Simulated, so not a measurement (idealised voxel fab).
Herein follows the process module entitled voxel ribs on slabs.
In the cross-section labelled cut, the width is 145 nm and each square cell is 5 nm.
A cross-section is a grid of square cells, given in bands from the top down. A band is one or more rows of cells. Band: top and bottom heights (nm) first, top before bottom; then materials from left to right, widths in nm. "throughout" marks a sole material filling the band edge to edge. "empty" denotes empty space. Ref level 0: as-received wafer is one material below here. Bottom band extends down with no lower bound ("from 0 down"). So if you see something like "30 to 40" for the width, read it as the top row of the band sitting at the first number and the bottom row at the second, with every row in between moving by the same amount as the last. Reading "nothing different" for a step: not a cell of the cross-section changed in it. Heads up: "Closed void register" only lists the empty pockets with no open path to the top that are 8 cells or more, and it writes them as width x height at distance, distance from the left edge, in nm. It should be noted that, on the line of a given step, the content following the step's settings is a remark produced by the simulator itself with respect to that step. overlay nm: for a step with a mask, the amount by which the mask lay right of where it was planned; a negative amount means left of it.
The following list gives the planned process steps:
1,RECEIVE,material Si
2,DIRECTIONAL_DEP,material SiO2,thk nm 25
3,DIRECTIONAL_DEP,material polySi,thk nm 25
4,MASKED_ETCH,tone cover,mask id RIB,width nm 20,etch materials polySi,depth nm 10,overlay nm 0
5,MASKED_ETCH,tone cover,mask id SLAB,width nm 70,etch materials polySi,depth nm 15,overlay nm 0
6,FILL_DEP,material SiO2,thk nm 20
7,CMP,height nm 65
8,DIRECTIONAL_DEP,material W,thk nm 10
9,DIRECTIONAL_DEP,material aC,thk nm 15
10,PATTERN,tone cover,mask id HEATER,material resist,width nm 30,thk nm 30,overlay nm 0
11,DIRECTIONAL_ETCH,etch materials aC,depth nm 15
12,STRIP,etch materials resist
13,DIRECTIONAL_ETCH,etch materials W,depth nm 10
14,STRIP,etch materials aC
15,CONFORMAL_DEP,material SiN,thk nm 10
Cross-section of the incoming wafer, state after step 1:
	from 0 down | Si throughout
	Closed void register: none
Look at the cross-section after the module: the wafer started out the way shown above and the plan was the one shown above, yet one mistake was made along the way:
	from 85 to 75 | 45 empty, then 50 SiN, then 50 empty
	from 75 to 65 | 55 SiN, then 30 W, then 60 SiN
	from 65 to 25 | SiO2 throughout
	from 25 to 0 | polySi throughout
	from 0 down | Si throughout
	Closed void register: none
The mistake made against the process plan was this: order of steps 2 and 3 inverted relative to the plan
